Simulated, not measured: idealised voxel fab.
process module | voxel plated lines
cross-section cut | 220 nm wide | cells 5 nm
A cross-section is a grid of square cells, given in bands from the top down. A band is one or more rows of cells.
Each band's line starts with the height of the band's top and of its bottom, in nm. Then come its materials from left to right, each with its width in nm. One material with "throughout" fills the band from edge to edge. "air" is empty space.
Height 0 is the level under which the wafer as received is all one material. The lowest band goes on downwards, as in "0 down".
A width such as "30 to 40" changes by the same amount from each row of cells to the next, from the band's top row to its bottom row.
"no change" after a step means that no cell of the cross-section changed.
closed voids: empty space of 8 cells or more with no open way to the top, each as width x height at its distance from the left edge, in nm
after a step's settings: what the simulator itself notes on the step
overlay nm, on a step with a mask: how far to the right of its planned place the mask lay; to the left if negative
plan
1 op RECEIVE | material Si
2 op CONFORMAL_DEP | material Al2O3 | thk nm 15
3 op DIRECTIONAL_DEP | material TiN | thk nm 5
4 op PATTERN | tone open | mask id LINES | material resist | width nm 15 | pitch nm 30 | thk nm 40 | overlay nm 0
5 op EPI | material Ru | thk nm 5
6 op EPI | material Ru | thk nm 10
7 op EPI | material Ru | thk nm 5
8 op STRIP | etch materials resist
9 op DIRECTIONAL_ETCH | etch materials TiN | depth nm 5
10 op CONFORMAL_DEP | material SiCN | thk nm 5
first wafer, as planned
as received, after step 1
  0 down: Si throughout
  closed voids: none
after step 2
  15 to 0: Al2O3 throughout
  below 0: unchanged
after step 3
  20 to 15: TiN throughout
  below 15: unchanged
after step 4
  60 to 20: resist 70 | air 15 | resist 15 | air 15 | resist 15 | air 15 | resist 75
  below 20: unchanged
after step 5
  60 to 25: resist 70 | air 15 | resist 15 | air 15 | resist 15 | air 15 | resist 75
  25 to 20: resist 70 | Ru 15 | resist 15 | Ru 15 | resist 15 | Ru 15 | resist 75
  below 20: unchanged
after step 6
  60 to 35: resist 70 | air 15 | resist 15 | air 15 | resist 15 | air 15 | resist 75
  35 to 20: resist 70 | Ru 15 | resist 15 | Ru 15 | resist 15 | Ru 15 | resist 75
  below 20: unchanged
after step 7
  60 to 40: resist 70 | air 15 | resist 15 | air 15 | resist 15 | air 15 | resist 75
  40 to 20: resist 70 | Ru 15 | resist 15 | Ru 15 | resist 15 | Ru 15 | resist 75
  below 20: unchanged
after step 8
  40 to 20: air 70 | Ru 15 | air 15 | Ru 15 | air 15 | Ru 15 | air 75
  below 20: unchanged
after step 9
  40 to 20: air 70 | Ru 15 | air 15 | Ru 15 | air 15 | Ru 15 | air 75
  20 to 15: air 70 | TiN 15 | air 15 | TiN 15 | air 15 | TiN 15 | air 75
  below 15: unchanged
after step 10
  45 to 40: air 65 | SiCN 25 | air 5 | SiCN 25 | air 5 | SiCN 25 | air 70
  40 to 20: air 65 | SiCN 5 | Ru 15 | SiCN 5 | air 5 | SiCN 5 | Ru 15 | SiCN 5 | air 5 | SiCN 5 | Ru 15 | SiCN 5 | air 70
  20 to 15: SiCN 70 | TiN 15 | SiCN 15 | TiN 15 | SiCN 15 | TiN 15 | SiCN 75
  below 15: unchanged
second wafer: like start, like plan, one mistake. Through step 5 it matches the first wafer
when step 6 should have ended: no change
when step 7 should have ended
  60 to 30: resist 70 | air 15 | resist 15 | air 15 | resist 15 | air 15 | resist 75
  30 to 20: resist 70 | Ru 15 | resist 15 | Ru 15 | resist 15 | Ru 15 | resist 75
  below 20: unchanged
when step 8 should have ended
  30 to 20: air 70 | Ru 15 | air 15 | Ru 15 | air 15 | Ru 15 | air 75
  below 20: unchanged
when step 9 should have ended
  30 to 20: air 70 | Ru 15 | air 15 | Ru 15 | air 15 | Ru 15 | air 75
  20 to 15: air 70 | TiN 15 | air 15 | TiN 15 | air 15 | TiN 15 | air 75
  below 15: unchanged
when step 10 should have ended
  35 to 30: air 65 | SiCN 25 | air 5 | SiCN 25 | air 5 | SiCN 25 | air 70
  30 to 20: air 65 | SiCN 5 | Ru 15 | SiCN 5 | air 5 | SiCN 5 | Ru 15 | SiCN 5 | air 5 | SiCN 5 | Ru 15 | SiCN 5 | air 70
  20 to 15: SiCN 70 | TiN 15 | SiCN 15 | TiN 15 | SiCN 15 | TiN 15 | SiCN 75
  below 15: unchanged
what went wrong: step 6 was left out
at the end the second wafer has, in cells: 18 fewer of Ru | 12 fewer of SiCN
